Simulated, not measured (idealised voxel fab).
The following is a process module called voxel double patterning.
The cross-section shown here is cut; it is 275 nm wide and divided into square cells measuring 5 nm on a side.
This document writes a cross-section as a grid whose cells are square, and gives it as bands, listed from the top down; one or more rows of cells form a band. Per band: top height and bottom height in nm, followed by the left-to-right materials and their widths in nm; "throughout" marks a single material spanning edge to edge, "empty" marks empty space. The level at which height equals 0 is the one under which the wafer, as it arrives, is entirely one material. No lower edge exists for the bottom band, which continues downward and is notated as in "0 down". With a width like "30 to 40", each row of cells in the band differs from the next by the same amount, the top row carrying the first number and the bottom row the second. The cross-section has no changed cell in any step marked "nothing changed". In "Closed void table" the enclosed voids are listed, meaning empty spaces of 8 cells or larger without any opening to the top. The form is width x height at distance, distance from the left edge, units nm. On a step's line, text after the settings is the simulator commenting on that step. A step line may carry the setting "overlay nm", which, for steps involving a mask, states the distance by which the mask lay to the right of its intended position; negative values denote displacement to the left.
**Planned step list for the process**
1 RECEIVE, material Si
2 CONFORMAL_DEP, material SiO2, thk nm 10
3 DIRECTIONAL_DEP, material W, thk nm 15
4 DIRECTIONAL_DEP, material SiCN, thk nm 5
5 PATTERN, tone open, mask id FIRST, material resist, width nm 15, pitch nm 50, thk nm 15, overlay nm 0
6 DIRECTIONAL_ETCH, etch materials SiCN, depth nm 5
7 STRIP, etch materials resist
8 PATTERN, tone open, mask id SECOND, material resist, width nm 15, pitch nm 50, thk nm 15, overlay nm 0
9 DIRECTIONAL_ETCH, etch materials SiCN, depth nm 5
10 STRIP, etch materials resist
11 DIRECTIONAL_ETCH, etch materials W, depth nm 15
12 STRIP, etch materials SiCN
**Here's what the wafer looked like in cross-section when it arrived - that's after step 1**
- 0 down | Si throughout
- Closed void table: none
**The cross-section shown corresponds to the wafer at the conclusion of the module. The initial structure and the process plan are those presented above; however, one mistake occurred in executing the plan**
- 25 to 10 | W (80), empty (20), W (5), empty (15), W (10), empty (20), W (5), empty (15), W (10), empty (20), W (75)
- 10 to 0 | SiO2 throughout
- 0 down | Si throughout
- Closed void table: none
Misprocessing identified: it should be noted that step 5 was executed with settings other than those planned, the operation and settings actually applied being PATTERN, tone open, mask id FIRST, material resist, width nm 20, pitch nm 50, thk nm 15, overlay nm 0
